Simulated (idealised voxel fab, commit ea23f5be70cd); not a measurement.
This is a process module. Its name is voxel double patterning.
Section cut is 300 nm wide and gridded with 5 nm square cells.
Cross-section layout: square cells on a grid; listed as bands, top to bottom; a band spans one or more cell rows. Heads up on the band format: heights come first, top then bottom, in nm. After that it's the materials left to right, each with its width in nm. A single material flagged "edge to edge" fills the whole band edge to edge, and "empty" means there's empty space there. Zero point of the height axis is 0; under it, received wafer = one material. Lowest band: continues down indefinitely, "from 0 down". The two numbers in a width such as "30..40" mark its ends across the band: the first belongs to the top row of cells, the second to the bottom row, and from each row to the next the width moves by the same amount. "nothing changed" (step): cross-section cells unchanged, all of them. The list in "Closed internal voids" covers empty spaces of 8 cells or more that cannot reach the top through any open way, and it gives each as width x height at distance; the distance is from the left edge, and width, height and distance are in nm. Past the settings on a step's line: simulator remark, on that step. "overlay nm" on a masked step: distance the mask lay right of its planned place, negative for left.
PLANNED STEP LIST FOR THE PROCESS
1) RECEIVE,material Si
2) CONFORMAL_DEP,material SiO2,thk nm 5
3) DIRECTIONAL_DEP,material W,thk nm 15
4) DIRECTIONAL_DEP,material SiCN,thk nm 10
5) DIRECTIONAL_DEP,material aC,thk nm 15
6) PATTERN,tone open,mask id FIRST,material resist,width nm 15,pitch nm 50,thk nm 30,overlay nm 0
7) DIRECTIONAL_ETCH,etch materials aC,depth nm 15
8) STRIP,etch materials resist
9) DIRECTIONAL_ETCH,etch materials SiCN,depth nm 10
10) STRIP,etch materials aC
11) PATTERN,tone open,mask id SECOND,material resist,width nm 15,pitch nm 50,thk nm 15,overlay nm 0
12) DIRECTIONAL_ETCH,etch materials SiCN,depth nm 10
13) STRIP,etch materials resist
14) DIRECTIONAL_ETCH,etch materials W,depth nm 15
15) STRIP,etch materials SiCN
AS RECEIVED (POST STEP 1): CROSS-SECTION
- from 0 down  Si edge to edge
- Closed internal voids: none
STARTING STRUCTURE AND PROCESS PLAN ARE AS SHOWN ABOVE, BUT ONE MISTAKE WAS MADE IN RUNNING THE MODULE; THE WAFER CROSS-SECTION AT THE END OF THE MODULE FOLLOWS
- from 20 to 5  90 W / 20 empty / 5 W / 15 empty / 10 W / 20 empty / 5 W / 15 empty / 10 W / 20 empty / 90 W
- from 5 to 0  SiO2 edge to edge
- from 0 down  Si edge to edge
- Closed internal voids: none
Run error: step 6 did not use the planned setting and instead ran as PATTERN,tone open,mask id FIRST,material resist,width nm 20,pitch nm 50,thk nm 30,overlay nm 0
